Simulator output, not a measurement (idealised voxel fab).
process module | voxel released beams
Section cut is 185 nm wide and gridded with 5 nm square cells.
When this document writes out a cross-section, it uses a grid of square cells and lists it as bands, beginning at the top and moving down, with a band standing for one or more rows of cells.
Band: top height; bottom height; in nm. Then, left to right: material with width in nm, for each material. "all across": a single material spanning edge to edge. "air": empty space.
A quick word on heights: they are counted from 0, and under that level the wafer as it came to us is one material throughout. The lowest band is different from the rest in having no bottom; it simply continues downward, written as in "0 down".
So if you see something like "30 to 40" for the width, read it as the top row of the band sitting at the first number and the bottom row at the second, with every row in between moving by the same amount as the last.
When a step is marked "stayed the same", none of the cells in the cross-section changed during that step.
You'll see "Sealed internal voids" listing empty spaces that have no way open to the top, as long as they're 8 cells or more; the notation is width x height at distance, where the distance is from the left edge, and all of it is in nm.
after a step's settings: what the simulator itself notes on the step
For masked steps, "overlay nm" on the step line gives how far right of plan the mask actually lay; a minus sign means it lay to the left.

# These are the steps we planned for the process
1) RECEIVE,material Si
2) CONFORMAL_DEP,material Al2O3,thk nm 10
3) DIRECTIONAL_DEP,material SiO2,thk nm 20
4) DIRECTIONAL_DEP,material aC,thk nm 10
5) PATTERN,tone open,mask id ANCHOR,material resist,width nm 45,thk nm 30,overlay nm 0
6) DIRECTIONAL_ETCH,etch materials aC,depth nm 10
7) STRIP,etch materials resist
8) DIRECTIONAL_ETCH,etch materials SiO2,depth nm 20
9) STRIP,etch materials aC
10) CONFORMAL_DEP,material polySi,thk nm 15
11) MASKED_ETCH,tone cover,mask id BEAM,width nm 110,etch materials polySi,depth nm 15,overlay nm 0
12) STRIP,etch materials SiO2

# The cross-section here shows the wafer as received, i.e. in its state after step 1
- 0 down  Si all across
- Sealed internal voids: none

# Wafer cross-section at end of module: start and plan as shown above, one execution error
- 35 to 20  air=35; polySi=20; air=15; polySi=75; air=40
- 20 to 15  air=40; polySi=15; air=15; polySi=15; air=100
- 15 to 0  air=40; polySi=45; air=100
- 0 down  Si all across
- Sealed internal voids: none
Error vs. plan: not run: step 2 of the plan (skipped)
